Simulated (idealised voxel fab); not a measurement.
process module | voxel gate over fins
cross-section cut | 255 nm wide | cells 5 nm
A cross-section is a grid of square cells, given in bands from the top down. A band is one or more rows of cells.
Each band's line starts with the height of the band's top and of its bottom, in nm. Then come its materials from left to right, each with its width in nm. One material with "throughout" fills the band from edge to edge. "air" is empty space.
Height 0 is the level under which the wafer as received is all one material. The lowest band goes on downwards, as in "0 down".
A width such as "30 to 40" changes by the same amount from each row of cells to the next, from the band's top row to its bottom row.
"no change" after a step means that no cell of the cross-section changed.
closed voids: empty space of 8 cells or more with no open way to the top, each as width x height at its distance from the left edge, in nm
after a step's settings: what the simulator itself notes on the step
overlay nm, on a step with a mask: how far to the right of its planned place the mask lay; to the left if negative
plan
1 op RECEIVE | material Si
2 op CONFORMAL_DEP | material SiN | thk nm 5
3 op MASKED_ETCH | tone cover | mask id FINS | width nm 15 | pitch nm 45 | etch materials SiN | depth nm 5 | overlay nm 0
4 op MASKED_ETCH | tone cover | mask id FINS | width nm 15 | pitch nm 45 | etch materials Si | depth nm 30 | overlay nm 0
5 op OXIDIZE | depth nm 5
6 op FILL_DEP | material SiO2 | thk nm 5
7 op CMP | height nm 5
8 op SELECTIVE_ETCH | etch materials SiO2 | depth nm 15
9 op STRIP | etch materials SiN
10 op CONFORMAL_DEP | material HfO2 | thk nm 5
11 op CONFORMAL_DEP | material TiN | thk nm 5
12 op FILL_DEP | material W | thk nm 15
13 op CMP | height nm 20
14 op CONFORMAL_DEP | material SiN | thk nm 5
as received, after step 1
  0 down: Si throughout
  closed voids: none
a wafer at the end: this start, this plan, one mistake
  25 to 20: SiN throughout
  20 to 10: W throughout
  10 to 5: W 50 | TiN 25 | W 20 | TiN 25 | W 20 | TiN 25 | W 20 | TiN 25 | W 45
  5 to 0: W 45 | TiN 10 | HfO2 15 | TiN 5 | W 15 | TiN 10 | HfO2 15 | TiN 5 | W 15 | TiN 10 | HfO2 15 | TiN 5 | W 15 | TiN 10 | HfO2 15 | TiN 5 | W 45
  0 to -5: TiN 50 | HfO2 10 | Si 5 | HfO2 5 | TiN 25 | HfO2 10 | Si 5 | HfO2 5 | TiN 25 | HfO2 10 | Si 5 | HfO2 5 | TiN 25 | HfO2 10 | Si 5 | HfO2 5 | TiN 50
  -5 to -10: HfO2 55 | Si 10 | HfO2 35 | Si 10 | HfO2 35 | Si 10 | HfO2 35 | Si 10 | HfO2 55
  -10 to -35: SiO2 55 | Si 10 | SiO2 35 | Si 10 | SiO2 35 | Si 10 | SiO2 35 | Si 10 | SiO2 55
  -35 down: Si throughout
  closed voids: none
what went wrong: step 3 ran as: op MASKED_ETCH | tone cover | mask id FINS | width nm 15 | pitch nm 45 | etch materials SiN | depth nm 5 | overlay nm 5
